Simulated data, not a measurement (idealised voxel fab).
Process module under the name voxel self aligned contacts
We display cut, a cross-section 185 nm in width whose square cells are each 5 nm.
Each cross-section below is a grid of square cells, stated as bands in top-down order, with one or more rows of cells making up each band.
Within each band entry, the heights of the top and of the bottom of the band appear first, in that order and in nm; the materials of the band then follow from left to right, each with its corresponding width in nm. The designation "full width" on a single material indicates that it fills the band from edge to edge; the designation "blank" indicates empty space.
Heights are measured from 0, the level below which the as-received wafer is all one material; the lowest band has no bottom and continues downward, written as in "z 0 and below".
Width spec "30..40" -> top row of cells at first value, bottom row at second value, equal per-row change in between.
A step reported as "all unchanged" is a step in which no cell of the cross-section changed.
Reported under the label "Listed closed voids" are the empty spaces having no open way to the top and comprising 8 cells or more; the notation for each is width x height at distance, in which the distance is measured from the left edge and all three values are in nm.
Whatever follows a step's settings on its line is a remark the simulator itself makes about that step.
What "overlay nm" on a step's line means: if the step has a mask, that mask lay this far to the right of its planned place, or, when the value is negative, to the left.

### The steps planned for the process are as follows
- 1: RECEIVE: material Si
- 2: OXIDIZE: depth nm 5
- 3: DIRECTIONAL_DEP: material polySi, thk nm 30
- 4: DIRECTIONAL_DEP: material SiN, thk nm 15
- 5: PATTERN: tone cover, mask id GATE, material resist, width nm 25, pitch nm 50, thk nm 15, overlay nm 0
- 6: DIRECTIONAL_ETCH: etch materials SiN, depth nm 15
- 7: DIRECTIONAL_ETCH: etch materials polySi, depth nm 30
- 8: STRIP: etch materials resist
- 9: CONFORMAL_DEP: material SiN, thk nm 5
- 10: DIRECTIONAL_ETCH: etch materials SiN, depth nm 5
- 11: FILL_DEP: material SiO2, thk nm 15
- 12: CMP: height nm 50
- 13: MASKED_ETCH: tone open, mask id CONTACT, width nm 35, etch materials SiO2, depth nm 55, overlay nm 0
- 14: CONFORMAL_DEP: material TiN, thk nm 5
- 15: FILL_DEP: material W, thk nm 5
- 16: CMP: height nm 50
- 17: CONFORMAL_DEP: material SiCN, thk nm 5

### as received, after step 1
	z 0 and below  Si full width
	Listed closed voids: none

### First of two wafers at the end of the module, shown in cross-section; run carried out as planned
	z 55 to 50  SiCN full width
	z 50 to 45  75 SiO2 | 15 TiN | 5 W | 15 TiN | 75 SiO2
	z 45 to 30  50 SiO2 | 35 SiN | 5 TiN | 5 W | 5 TiN | 35 SiN | 50 SiO2
	z 30 to 0  50 SiO2 | 5 SiN | 25 polySi | 5 SiN | 5 TiN | 5 W | 5 TiN | 5 SiN | 25 polySi | 5 SiN | 50 SiO2
	z 0 to -5  85 SiO2 | 15 TiN | 85 SiO2
	z -5 and below  Si full width
	Listed closed voids: none

### Presented here is a cross-section of the second of the two wafers as it stood at the end of the module. It was started in the same manner and assigned the same plan as the first wafer; however, one mistake was made in its execution
	z 55 to 50  SiCN full width
	z 50 to 45  75 SiO2 | 15 TiN | 5 W | 15 TiN | 75 SiO2
	z 45 to 20  50 SiO2 | 5 SiN | 25 polySi | 5 SiN | 5 TiN | 5 W | 5 TiN | 5 SiN | 25 polySi | 5 SiN | 50 SiO2
	z 20 to 15  50 SiO2 | 5 SiN | 25 polySi | 5 SiN | 15 TiN | 5 SiN | 25 polySi | 5 SiN | 50 SiO2
	z 15 to 0  SiN full width
	z 0 to -5  SiO2 full width
	z -5 and below  Si full width
	Listed closed voids: none
Deviation from plan: steps 3 and 4: order swapped relative to plan
The second wafer ends with more or fewer cells of some materials than the first, per final count: SiN +69, SiO2 -57, TiN -8, W -4
